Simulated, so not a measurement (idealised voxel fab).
This is a process module. Its name is voxel capacitor over wiring.
It is cross-section cut that appears here, measuring 240 nm in width, its square cells being 5 nm in size.
We lay out every cross-section as a grid of square cells and spell it out in bands from the top down, where one band means one or more rows of cells. Band entry format. Leading values: height of top, height of bottom, nm. Remainder: materials in left-to-right order, each with its width in nm. Special words: "all across" on a single material, which then fills the band edge to edge; "air", empty space. It should be noted that heights are counted from 0, beneath which the wafer as supplied is of one material throughout, and that the lowest band possesses no lower boundary but continues downward, as written in "from 0 down". A width given as "30 to 40" starts at the first number in the band's top row and ends at the second number in its bottom row, shifting by an equal amount at every step from row to row. No cell of the cross-section changed in a step that is given as "nothing was modified". Any empty space of 8 cells or more lacking an open way to the top shows up in "Closed voids list" as width x height at distance, distance from the left edge, in nm. Past the settings on a step's line: simulator remark, on that step. overlay nm: mask right of planned place by this much (step with mask). Neg. = left.

### Intended process steps
1. RECEIVE (material Si)
2. CONFORMAL_DEP (material SiO2; thk nm 10)
3. CONFORMAL_DEP (material SiCN; thk nm 5)
4. DIRECTIONAL_DEP (material SiO2; thk nm 15)
5. DIRECTIONAL_DEP (material aC; thk nm 10)
6. PATTERN (tone open; mask id METAL_1; material resist; width nm 20; pitch nm 80; thk nm 30; overlay nm 0)
7. DIRECTIONAL_ETCH (etch materials aC; depth nm 10)
8. STRIP (etch materials resist)
9. DIRECTIONAL_ETCH (etch materials SiO2; depth nm 15)
10. DIRECTIONAL_ETCH (etch materials SiCN; depth nm 5)
11. STRIP (etch materials aC)
12. CONFORMAL_DEP (material TiN; thk nm 5)
13. FILL_DEP (material W; thk nm 10)
14. CMP (height nm 30)
15. EPI (material Ru; thk nm 5)
16. FILL_DEP (material SiCN; thk nm 5)
17. DIRECTIONAL_DEP (material lowk; thk nm 15)
18. MASKED_ETCH (tone open; mask id PLUG_1; width nm 15; etch materials lowk; depth nm 15; overlay nm 0)
19. MASKED_ETCH (tone open; mask id PLUG_1; width nm 15; etch materials SiCN; depth nm 5; overlay nm 0)
20. CONFORMAL_DEP (material TiN; thk nm 5)
21. FILL_DEP (material Ru; thk nm 5)
22. CMP (height nm 55)
23. DIRECTIONAL_DEP (material TiN; thk nm 5)
24. DIRECTIONAL_DEP (material SiN; thk nm 5)
25. DIRECTIONAL_DEP (material TiN; thk nm 5)
26. MASKED_ETCH (tone cover; mask id UPPER_PLATE; width nm 65; etch materials TiN; depth nm 5; overlay nm 0)
27. MASKED_ETCH (tone cover; mask id UPPER_PLATE; width nm 65; etch materials SiN; depth nm 5; overlay nm 0)
28. DIRECTIONAL_DEP (material aC; thk nm 15)
29. PATTERN (tone cover; mask id LOWER_PLATE; material resist; width nm 75; thk nm 30; overlay nm 0)
30. DIRECTIONAL_ETCH (etch materials aC; depth nm 15)
31. STRIP (etch materials resist)
32. DIRECTIONAL_ETCH (etch materials TiN; depth nm 5)
33. STRIP (etch materials aC)
34. FILL_DEP (material SiO2; thk nm 20)
35. CMP (height nm 85)
36. PATTERN (tone open; mask id PLUG_2; material resist; width nm 15; thk nm 15; overlay nm 0)
37. DIRECTIONAL_ETCH (etch materials SiO2; depth nm 15)
38. STRIP (etch materials resist)
39. CONFORMAL_DEP (material TiN; thk nm 5)
40. FILL_DEP (material Cu; thk nm 10)
41. CMP (height nm 85)
42. CONFORMAL_DEP (material SiCN; thk nm 5)

### The first of two wafers, run as planned

### Cross-section, incoming material, after step 1
	from 0 down: Si all across
	Closed voids list: none

### The following cross-section depicts the wafer upon completion of step 2
	from 10 to 0: SiO2 all across
	Unchanged below 0.

### The following cross-section depicts the wafer upon completion of step 3
	from 15 to 10: SiCN all across
	Unchanged below 10.

### The following cross-section depicts the wafer upon completion of step 4
	from 30 to 15: SiO2 all across
	Unchanged below 15.

### The following cross-section depicts the wafer upon completion of step 5
	from 40 to 30: aC all across
	Unchanged below 30.

### The following cross-section depicts the wafer upon completion of step 6
	from 70 to 40: resist=70  air=20  resist=60  air=20  resist=70
	Unchanged below 40.

### The following cross-section depicts the wafer upon completion of step 7
	from 60 to 40: resist=70  air=20  resist=60  air=20  resist=70
	from 40 to 30: aC=70  air=20  aC=60  air=20  aC=70
	Unchanged below 30.

### The following cross-section depicts the wafer upon completion of step 8
	from 40 to 30: aC=70  air=20  aC=60  air=20  aC=70
	Unchanged below 30.

### The following cross-section depicts the wafer upon completion of step 9
	from 40 to 30: aC=70  air=20  aC=60  air=20  aC=70
	from 30 to 15: SiO2=70  air=20  SiO2=60  air=20  SiO2=70
	Unchanged below 15.

### The following cross-section depicts the wafer upon completion of step 10
	from 40 to 30: aC=70  air=20  aC=60  air=20  aC=70
	from 30 to 15: SiO2=70  air=20  SiO2=60  air=20  SiO2=70
	from 15 to 10: SiCN=70  air=20  SiCN=60  air=20  SiCN=70
	Unchanged below 10.

### The following cross-section depicts the wafer upon completion of step 11
	from 30 to 15: SiO2=70  air=20  SiO2=60  air=20  SiO2=70
	Unchanged below 15.

### The following cross-section depicts the wafer upon completion of step 12
	from 35 to 30: TiN=75  air=10  TiN=70  air=10  TiN=75
	from 30 to 15: SiO2=70  TiN=5  air=10  TiN=5  SiO2=60  TiN=5  air=10  TiN=5  SiO2=70
	from 15 to 10: SiCN=70  TiN=20  SiCN=60  TiN=20  SiCN=70
	Unchanged below 10.

### The following cross-section depicts the wafer upon completion of step 13
	from 45 to 35: W all across
	from 35 to 30: TiN=75  W=10  TiN=70  W=10  TiN=75
	from 30 to 15: SiO2=70  TiN=5  W=10  TiN=5  SiO2=60  TiN=5  W=10  TiN=5  SiO2=70
	Unchanged below 15.

### The following cross-section depicts the wafer upon completion of step 14
	from 30 to 15: SiO2=70  TiN=5  W=10  TiN=5  SiO2=60  TiN=5  W=10  TiN=5  SiO2=70
	Unchanged below 15.

### The following cross-section depicts the wafer upon completion of step 15
	from 35 to 30: air=65  Ru=30  air=50  Ru=30  air=65
	Unchanged below 30.

### The following cross-section depicts the wafer upon completion of step 16
	from 40 to 35: SiCN all across
	from 35 to 30: SiCN=65  Ru=30  SiCN=50  Ru=30  SiCN=65
	Unchanged below 30.

### The following cross-section depicts the wafer upon completion of step 17
	from 55 to 40: lowk all across
	Unchanged below 40.

### The following cross-section depicts the wafer upon completion of step 18
	from 55 to 40: lowk=75  air=15  lowk=150
	Unchanged below 40.

### The following cross-section depicts the wafer upon completion of step 19
	from 55 to 40: lowk=75  air=15  lowk=150
	from 40 to 35: SiCN=75  air=15  SiCN=150
	Unchanged below 35.

### The following cross-section depicts the wafer upon completion of step 20
	from 60 to 55: TiN=80  air=5  TiN=155
	from 55 to 40: lowk=75  TiN=5  air=5  TiN=5  lowk=150
	from 40 to 35: SiCN=75  TiN=15  SiCN=150
	Unchanged below 35.

### The following cross-section depicts the wafer upon completion of step 21
	from 65 to 60: Ru all across
	from 60 to 55: TiN=80  Ru=5  TiN=155
	from 55 to 40: lowk=75  TiN=5  Ru=5  TiN=5  lowk=150
	Unchanged below 40.

### The following cross-section depicts the wafer upon completion of step 22
	from 55 to 40: lowk=75  TiN=5  Ru=5  TiN=5  lowk=150
	Unchanged below 40.

### The following cross-section depicts the wafer upon completion of step 23
	from 60 to 55: TiN all across
	Unchanged below 55.

### The following cross-section depicts the wafer upon completion of step 24
	from 65 to 60: SiN all across
	Unchanged below 60.

### The following cross-section depicts the wafer upon completion of step 25
	from 70 to 65: TiN all across
	Unchanged below 65.

### The following cross-section depicts the wafer upon completion of step 26
	from 70 to 65: air=75  TiN=65  air=100
	Unchanged below 65.

### The following cross-section depicts the wafer upon completion of step 27
	from 70 to 65: air=75  TiN=65  air=100
	from 65 to 60: air=75  SiN=65  air=100
	Unchanged below 60.

### The following cross-section depicts the wafer upon completion of step 28
	from 85 to 75: air=75  aC=65  air=100
	from 75 to 70: aC all across
	from 70 to 65: aC=75  TiN=65  aC=100
	from 65 to 60: aC=75  SiN=65  aC=100
	Unchanged below 60.

### The following cross-section depicts the wafer upon completion of step 29
	from 115 to 85: air=70  resist=75  air=95
	from 85 to 75: air=70  resist=5  aC=65  resist=5  air=95
	Unchanged below 75.

### The following cross-section depicts the wafer upon completion of step 30
	from 100 to 85: air=70  resist=75  air=95
	from 85 to 75: air=70  resist=5  aC=65  resist=5  air=95
	from 75 to 70: air=70  aC=75  air=95
	from 70 to 65: air=70  aC=5  TiN=65  aC=5  air=95
	from 65 to 60: air=70  aC=5  SiN=65  aC=5  air=95
	Unchanged below 60.

### The following cross-section depicts the wafer upon completion of step 31
	from 85 to 75: air=75  aC=65  air=100
	Unchanged below 75.

### The following cross-section depicts the wafer upon completion of step 32
	from 85 to 75: air=75  aC=65  air=100
	from 75 to 70: air=70  aC=75  air=95
	from 70 to 65: air=70  aC=5  TiN=65  aC=5  air=95
	from 65 to 60: air=70  aC=5  SiN=65  aC=5  air=95
	from 60 to 55: air=70  TiN=75  air=95
	Unchanged below 55.

### The following cross-section depicts the wafer upon completion of step 33
	from 70 to 65: air=75  TiN=65  air=100
	from 65 to 60: air=75  SiN=65  air=100
	Unchanged below 60.

### The following cross-section depicts the wafer upon completion of step 34
	from 90 to 70: SiO2 all across
	from 70 to 65: SiO2=75  TiN=65  SiO2=100
	from 65 to 60: SiO2=75  SiN=65  SiO2=100
	from 60 to 55: SiO2=70  TiN=75  SiO2=95
	Unchanged below 55.

### The following cross-section depicts the wafer upon completion of step 35
	from 85 to 70: SiO2 all across
	Unchanged below 70.

### The following cross-section depicts the wafer upon completion of step 36
	from 100 to 85: resist=85  air=15  resist=140
	Unchanged below 85.

### The following cross-section depicts the wafer upon completion of step 37
	from 100 to 85: resist=85  air=15  resist=140
	from 85 to 70: SiO2=85  air=15  SiO2=140
	Unchanged below 70.

### The following cross-section depicts the wafer upon completion of step 38
	from 85 to 70: SiO2=85  air=15  SiO2=140
	Unchanged below 70.

### The following cross-section depicts the wafer upon completion of step 39
	from 90 to 85: TiN=90  air=5  TiN=145
	from 85 to 75: SiO2=85  TiN=5  air=5  TiN=5  SiO2=140
	from 75 to 65: SiO2=85 to 75  TiN=15 to 65  SiO2=140 to 100
	Unchanged below 65.

### The following cross-section depicts the wafer upon completion of step 40
	from 100 to 90: Cu all across
	from 90 to 85: TiN=90  Cu=5  TiN=145
	from 85 to 75: SiO2=85  TiN=5  Cu=5  TiN=5  SiO2=140
	Unchanged below 75.

### The following cross-section depicts the wafer upon completion of step 41
	from 85 to 75: SiO2=85  TiN=5  Cu=5  TiN=5  SiO2=140
	Unchanged below 75.

### The following cross-section depicts the wafer upon completion of step 42
	from 90 to 85: SiCN all across
	Unchanged below 85.

### Wafer two: like wafer one in start and plan, but with one mistake in execution; identical up to and including step 2

### Cross-section of the second wafer corresponding to the planned conclusion of step 3
	from 25 to 10: SiCN all across
	Unchanged below 10.

### Cross-section of the second wafer corresponding to the planned conclusion of step 4
	from 40 to 25: SiO2 all across
	Unchanged below 25.

### Cross-section of the second wafer corresponding to the planned conclusion of step 5
	from 50 to 40: aC all across
	Unchanged below 40.

### Cross-section of the second wafer corresponding to the planned conclusion of step 6
	from 80 to 50: resist=70  air=20  resist=60  air=20  resist=70
	Unchanged below 50.

### Cross-section of the second wafer corresponding to the planned conclusion of step 7
	from 70 to 50: resist=70  air=20  resist=60  air=20  resist=70
	from 50 to 40: aC=70  air=20  aC=60  air=20  aC=70
	Unchanged below 40.

### Cross-section of the second wafer corresponding to the planned conclusion of step 8
	from 50 to 40: aC=70  air=20  aC=60  air=20  aC=70
	Unchanged below 40.

### Cross-section of the second wafer corresponding to the planned conclusion of step 9
	from 50 to 40: aC=70  air=20  aC=60  air=20  aC=70
	from 40 to 25: SiO2=70  air=20  SiO2=60  air=20  SiO2=70
	Unchanged below 25.

### Cross-section of the second wafer corresponding to the planned conclusion of step 10
	from 50 to 40: aC=70  air=20  aC=60  air=20  aC=70
	from 40 to 25: SiO2=70  air=20  SiO2=60  air=20  SiO2=70
	from 25 to 20: SiCN=70  air=20  SiCN=60  air=20  SiCN=70
	Unchanged below 20.

### Cross-section of the second wafer corresponding to the planned conclusion of step 11
	from 40 to 25: SiO2=70  air=20  SiO2=60  air=20  SiO2=70
	Unchanged below 25.

### Cross-section of the second wafer corresponding to the planned conclusion of step 12
	from 45 to 40: TiN=75  air=10  TiN=70  air=10  TiN=75
	from 40 to 25: SiO2=70  TiN=5  air=10  TiN=5  SiO2=60  TiN=5  air=10  TiN=5  SiO2=70
	from 25 to 20: SiCN=70  TiN=20  SiCN=60  TiN=20  SiCN=70
	Unchanged below 20.

### Cross-section of the second wafer corresponding to the planned conclusion of step 13
	from 55 to 45: W all across
	from 45 to 40: TiN=75  W=10  TiN=70  W=10  TiN=75
	from 40 to 25: SiO2=70  TiN=5  W=10  TiN=5  SiO2=60  TiN=5  W=10  TiN=5  SiO2=70
	Unchanged below 25.

### Cross-section of the second wafer corresponding to the planned conclusion of step 14
	from 30 to 25: SiO2=70  TiN=5  W=10  TiN=5  SiO2=60  TiN=5  W=10  TiN=5  SiO2=70
	Unchanged below 25.

### Cross-section of the second wafer corresponding to the planned conclusion of step 15
	from 35 to 30: air=65  Ru=30  air=50  Ru=30  air=65
	Unchanged below 30.

### Cross-section of the second wafer corresponding to the planned conclusion of step 16
	from 40 to 35: SiCN all across
	from 35 to 30: SiCN=65  Ru=30  SiCN=50  Ru=30  SiCN=65
	Unchanged below 30.

### Cross-section of the second wafer corresponding to the planned conclusion of step 17
	from 55 to 40: lowk all across
	Unchanged below 40.

### Cross-section of the second wafer corresponding to the planned conclusion of step 18
	from 55 to 40: lowk=75  air=15  lowk=150
	Unchanged below 40.

### Cross-section of the second wafer corresponding to the planned conclusion of step 19
	from 55 to 40: lowk=75  air=15  lowk=150
	from 40 to 35: SiCN=75  air=15  SiCN=150
	Unchanged below 35.

### Cross-section of the second wafer corresponding to the planned conclusion of step 20
	from 60 to 55: TiN=80  air=5  TiN=155
	from 55 to 40: lowk=75  TiN=5  air=5  TiN=5  lowk=150
	from 40 to 35: SiCN=75  TiN=15  SiCN=150
	Unchanged below 35.

### Cross-section of the second wafer corresponding to the planned conclusion of step 21
	from 65 to 60: Ru all across
	from 60 to 55: TiN=80  Ru=5  TiN=155
	from 55 to 40: lowk=75  TiN=5  Ru=5  TiN=5  lowk=150
	Unchanged below 40.

### Cross-section of the second wafer corresponding to the planned conclusion of step 22
	from 55 to 40: lowk=75  TiN=5  Ru=5  TiN=5  lowk=150
	Unchanged below 40.

### Cross-section of the second wafer corresponding to the planned conclusion of step 23
	from 60 to 55: TiN all across
	Unchanged below 55.

### Cross-section of the second wafer corresponding to the planned conclusion of step 24
	from 65 to 60: SiN all across
	Unchanged below 60.

### Cross-section of the second wafer corresponding to the planned conclusion of step 25
	from 70 to 65: TiN all across
	Unchanged below 65.

### Cross-section of the second wafer corresponding to the planned conclusion of step 26
	from 70 to 65: air=75  TiN=65  air=100
	Unchanged below 65.

### Cross-section of the second wafer corresponding to the planned conclusion of step 27
	from 70 to 65: air=75  TiN=65  air=100
	from 65 to 60: air=75  SiN=65  air=100
	Unchanged below 60.

### Cross-section of the second wafer corresponding to the planned conclusion of step 28
	from 85 to 75: air=75  aC=65  air=100
	from 75 to 70: aC all across
	from 70 to 65: aC=75  TiN=65  aC=100
	from 65 to 60: aC=75  SiN=65  aC=100
	Unchanged below 60.

### Cross-section of the second wafer corresponding to the planned conclusion of step 29
	from 115 to 85: air=70  resist=75  air=95
	from 85 to 75: air=70  resist=5  aC=65  resist=5  air=95
	Unchanged below 75.

### Cross-section of the second wafer corresponding to the planned conclusion of step 30
	from 100 to 85: air=70  resist=75  air=95
	from 85 to 75: air=70  resist=5  aC=65  resist=5  air=95
	from 75 to 70: air=70  aC=75  air=95
	from 70 to 65: air=70  aC=5  TiN=65  aC=5  air=95
	from 65 to 60: air=70  aC=5  SiN=65  aC=5  air=95
	Unchanged below 60.

### Cross-section of the second wafer corresponding to the planned conclusion of step 31
	from 85 to 75: air=75  aC=65  air=100
	Unchanged below 75.

### Cross-section of the second wafer corresponding to the planned conclusion of step 32
	from 85 to 75: air=75  aC=65  air=100
	from 75 to 70: air=70  aC=75  air=95
	from 70 to 65: air=70  aC=5  TiN=65  aC=5  air=95
	from 65 to 60: air=70  aC=5  SiN=65  aC=5  air=95
	from 60 to 55: air=70  TiN=75  air=95
	Unchanged below 55.

### Cross-section of the second wafer corresponding to the planned conclusion of step 33
	from 70 to 65: air=75  TiN=65  air=100
	from 65 to 60: air=75  SiN=65  air=100
	Unchanged below 60.

### Cross-section of the second wafer corresponding to the planned conclusion of step 34
	from 90 to 70: SiO2 all across
	from 70 to 65: SiO2=75  TiN=65  SiO2=100
	from 65 to 60: SiO2=75  SiN=65  SiO2=100
	from 60 to 55: SiO2=70  TiN=75  SiO2=95
	Unchanged below 55.

### Cross-section of the second wafer corresponding to the planned conclusion of step 35
	from 85 to 70: SiO2 all across
	Unchanged below 70.

### Cross-section of the second wafer corresponding to the planned conclusion of step 36
	from 100 to 85: resist=85  air=15  resist=140
	Unchanged below 85.

### Cross-section of the second wafer corresponding to the planned conclusion of step 37
	from 100 to 85: resist=85  air=15  resist=140
	from 85 to 70: SiO2=85  air=15  SiO2=140
	Unchanged below 70.

### Cross-section of the second wafer corresponding to the planned conclusion of step 38
	from 85 to 70: SiO2=85  air=15  SiO2=140
	Unchanged below 70.

### Cross-section of the second wafer corresponding to the planned conclusion of step 39
	from 90 to 85: TiN=90  air=5  TiN=145
	from 85 to 75: SiO2=85  TiN=5  air=5  TiN=5  SiO2=140
	from 75 to 65: SiO2=85 to 75  TiN=15 to 65  SiO2=140 to 100
	Unchanged below 65.

### Cross-section of the second wafer corresponding to the planned conclusion of step 40
	from 100 to 90: Cu all across
	from 90 to 85: TiN=90  Cu=5  TiN=145
	from 85 to 75: SiO2=85  TiN=5  Cu=5  TiN=5  SiO2=140
	Unchanged below 75.

### Cross-section of the second wafer corresponding to the planned conclusion of step 41
	from 85 to 75: SiO2=85  TiN=5  Cu=5  TiN=5  SiO2=140
	Unchanged below 75.

### Cross-section of the second wafer corresponding to the planned conclusion of step 42
	from 90 to 85: SiCN all across
	Unchanged below 85.
The plan and the run diverged here: note that step 3 departed from the planned setting and was carried out as CONFORMAL_DEP (material SiCN; thk nm 15)
The closing comparison, in cells, has the second wafer with more or fewer of some materials than the first: 96 more of SiCN | 80 fewer of SiO2 | 8 fewer of TiN | 8 fewer of W
